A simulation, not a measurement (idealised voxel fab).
process module | voxel ribs on slabs
cross-section cut | 280 nm wide | cells 5 nm
A cross-section is a grid of square cells, given in bands from the top down. A band is one or more rows of cells.
Each band's line starts with the height of the band's top and of its bottom, in nm. Then come its materials from left to right, each with its width in nm. One material with "throughout" fills the band from edge to edge. "air" is empty space.
Height 0 is the level under which the wafer as received is all one material. The lowest band goes on downwards, as in "0 down".
A width such as "30 to 40" changes by the same amount from each row of cells to the next, from the band's top row to its bottom row.
"no change" after a step means that no cell of the cross-section changed.
closed voids: empty space of 8 cells or more with no open way to the top, each as width x height at its distance from the left edge, in nm
after a step's settings: what the simulator itself notes on the step
overlay nm, on a step with a mask: how far to the right of its planned place the mask lay; to the left if negative
Each pair below shows a cross-section before one step and the cross-section after it, down to the lowest band that changed. The line under each pair gives the step between them, with its settings. The pairs can come from different runs of this module on the same starting wafer, so a pair continues from the pair above only where its "before" says so.
before
  70 to 55: aC throughout
  55 to 50: TiN throughout
  50 to 35: SiO2 throughout
  35 to 30: SiO2 130 | polySi 15 | SiO2 135
  30 to 25: polySi 110 | SiO2 20 | polySi 15 | SiO2 20 | polySi 115
  25 to 0: SiO2 throughout
  0 down: Si throughout
  closed voids: none
after
  105 to 70: air 125 | resist 25 | air 130
  below 70: unchanged
  closed voids: none
the step between: op PATTERN | tone cover | mask id HEATER | material resist | width nm 25 | thk nm 35 | overlay nm 0
before: the cross-section after the pair above
after
  90 to 70: air 125 | resist 25 | air 130
  70 to 55: air 125 | aC 25 | air 130
  below 55: unchanged
  closed voids: none
the step between: op DIRECTIONAL_ETCH | etch materials aC | depth nm 15
before: the cross-section after the pair above
after
  70 to 55: air 125 | aC 25 | air 130
  below 55: unchanged
  closed voids: none
the step between: op STRIP | etch materials resist
before: the cross-section after the pair above
after
  70 to 55: air 125 | aC 25 | air 130
  55 to 50: air 125 | TiN 25 | air 130
  below 50: unchanged
  closed voids: none
the step between: op DIRECTIONAL_ETCH | etch materials TiN | depth nm 5
before: the cross-section after the pair above
after
  55 to 50: air 125 | TiN 25 | air 130
  below 50: unchanged
  closed voids: none
the step between: op STRIP | etch materials aC
before: the cross-section after the pair above
after
  65 to 60: air 115 | SiO2 45 | air 120
  60 to 55: SiO2 throughout
  55 to 50: SiO2 125 | TiN 25 | SiO2 130
  below 50: unchanged
  closed voids: none
the step between: op CONFORMAL_DEP | material SiO2 | thk nm 10
